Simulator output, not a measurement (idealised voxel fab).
Presented below is a process module, voxel capacitor over wiring.
The width of the displayed cross-section, cut, is 265 nm; its cells are square, with a size of 5 nm.
Cross-sections here: square-cell grids, written as top-down lists of bands, a band being one or more rows of cells. Band: top height; bottom height; in nm. Then, left to right: material with width in nm, for each material. "edge to edge": a single material spanning edge to edge. "empty": empty space. Height 0 is the level under which the wafer as received is all one material. The lowest band goes on downwards, as in "top 0, no bottom". Width spec "30..40" -> top row of cells at first value, bottom row at second value, equal per-row change in between. Key: "nothing changed" - step with no changed cell in the cross-section. So "Voids lacking openings" is basically the list of trapped voids: any empty space of 8 cells or more that can't reach the top through an opening. They're written width x height at distance, the distance being from the left edge, and it's all nm. Formally, on a step line, whatever follows the settings is a remark that the simulator itself makes on the step. For masked steps, "overlay nm" on the step line gives how far right of plan the mask actually lay; a minus sign means it lay to the left.

### Listed below are the process steps as planned
- 1: RECEIVE [material Si]
- 2: CONFORMAL_DEP [material SiO2] [thk nm 15]
- 3: CONFORMAL_DEP [material SiCN] [thk nm 5]
- 4: DIRECTIONAL_DEP [material SiO2] [thk nm 20]
- 5: MASKED_ETCH [tone open] [mask id METAL_1] [width nm 30] [pitch nm 90] [etch materials SiO2] [depth nm 20] [overlay nm 0]
- 6: MASKED_ETCH [tone open] [mask id METAL_1] [width nm 30] [pitch nm 90] [etch materials SiCN] [depth nm 5] [overlay nm 0]
- 7: CONFORMAL_DEP [material TiN] [thk nm 5]
- 8: FILL_DEP [material Cu] [thk nm 10]
- 9: CMP [height nm 40]
- 10: CONFORMAL_DEP [material SiCN] [thk nm 5]
- 11: DIRECTIONAL_DEP [material lowk] [thk nm 15]
- 12: PATTERN [tone open] [mask id PLUG_1] [material resist] [width nm 15] [thk nm 20] [overlay nm 0]
- 13: DIRECTIONAL_ETCH [etch materials lowk] [depth nm 15]
- 14: DIRECTIONAL_ETCH [etch materials SiCN] [depth nm 5]
- 15: STRIP [etch materials resist]
- 16: EPI [material Ru] [thk nm 10]
- 17: EPI [material Ru] [thk nm 10]
- 18: DIRECTIONAL_DEP [material TiN] [thk nm 5]
- 19: DIRECTIONAL_DEP [material HfO2] [thk nm 5]
- 20: DIRECTIONAL_DEP [material TiN] [thk nm 5]
- 21: DIRECTIONAL_DEP [material aC] [thk nm 15]
- 22: PATTERN [tone cover] [mask id UPPER_PLATE] [material resist] [width nm 65] [thk nm 30] [overlay nm 0]
- 23: DIRECTIONAL_ETCH [etch materials aC] [depth nm 15]
- 24: STRIP [etch materials resist]
- 25: DIRECTIONAL_ETCH [etch materials TiN] [depth nm 5]
- 26: DIRECTIONAL_ETCH [etch materials HfO2] [depth nm 5]
- 27: STRIP [etch materials aC]
- 28: MASKED_ETCH [tone cover] [mask id LOWER_PLATE] [width nm 75] [etch materials TiN] [depth nm 5] [overlay nm 0]
- 29: FILL_DEP [material SiO2] [thk nm 15]
- 30: CMP [height nm 85]
- 31: DIRECTIONAL_DEP [material aC] [thk nm 15]
- 32: PATTERN [tone open] [mask id PLUG_2] [material resist] [width nm 15] [thk nm 30] [overlay nm 0]
- 33: DIRECTIONAL_ETCH [etch materials aC] [depth nm 15]
- 34: STRIP [etch materials resist]
- 35: DIRECTIONAL_ETCH [etch materials SiO2] [depth nm 10]
- 36: STRIP [etch materials aC]
- 37: CONFORMAL_DEP [material TiN] [thk nm 5]
- 38: FILL_DEP [material Cu] [thk nm 5]
- 39: CMP [height nm 85]
- 40: CONFORMAL_DEP [material SiCN] [thk nm 5]

### Step 1 complete: cross-section of the wafer as received
* top 0, no bottom  Si edge to edge
* Voids lacking openings: none

### First of two wafers: cross-section at end of module, run per plan
* top 90, bottom 85  SiCN edge to edge
* top 85, bottom 80  SiO2=95 / TiN=5 / Cu=5 / TiN=5 / SiO2=155
* top 80, bottom 70  SiO2=95..85 / TiN=15..65 / SiO2=155..115
* top 70, bottom 65  SiO2=85 / HfO2=65 / SiO2=115
* top 65, bottom 60  SiO2=80 / TiN=75 / SiO2=110
* top 60, bottom 45  lowk=85 / Ru=15 / lowk=165
* top 45, bottom 40  SiCN=85 / Ru=15 / SiCN=165
* top 40, bottom 20  SiO2=70 / TiN=5 / Cu=20 / TiN=5 / SiO2=60 / TiN=5 / Cu=20 / TiN=5 / SiO2=75
* top 20, bottom 15  SiCN=70 / TiN=30 / SiCN=60 / TiN=30 / SiCN=75
* top 15, bottom 0  SiO2 edge to edge
* top 0, no bottom  Si edge to edge
* Voids lacking openings: none

### Cross-sectional image of the second wafer of the two following completion of the module. Starting state and process plan were the same as for the first wafer; one execution error occurred
* top 90, bottom 85  SiCN edge to edge
* top 85, bottom 80  SiO2=95 / TiN=5 / Cu=5 / TiN=5 / SiO2=155
* top 80, bottom 70  SiO2=95..90 / TiN=15..60 / SiO2=155..115
* top 70, bottom 65  SiO2=90 / HfO2=60 / SiO2=115
* top 65, bottom 60  SiO2=80 / TiN=75 / SiO2=110
* top 60, bottom 45  lowk=85 / Ru=15 / lowk=165
* top 45, bottom 40  SiCN=85 / Ru=15 / SiCN=165
* top 40, bottom 20  SiO2=70 / TiN=5 / Cu=20 / TiN=5 / SiO2=60 / TiN=5 / Cu=20 / TiN=5 / SiO2=75
* top 20, bottom 15  SiCN=70 / TiN=30 / SiCN=60 / TiN=30 / SiCN=75
* top 15, bottom 0  SiO2 edge to edge
* top 0, no bottom  Si edge to edge
* Voids lacking openings: none
In executing the process, a mistake was made relative to the plan: step 22 was not run as planned; what actually ran was PATTERN [tone cover] [mask id UPPER_PLATE] [material resist] [width nm 60] [thk nm 30] [overlay nm 0]
Looking at both finished wafers in cells, the second ends up ahead of or behind the first on some materials: HfO2: 1 fewer; SiO2: 2 more; TiN: 1 fewer
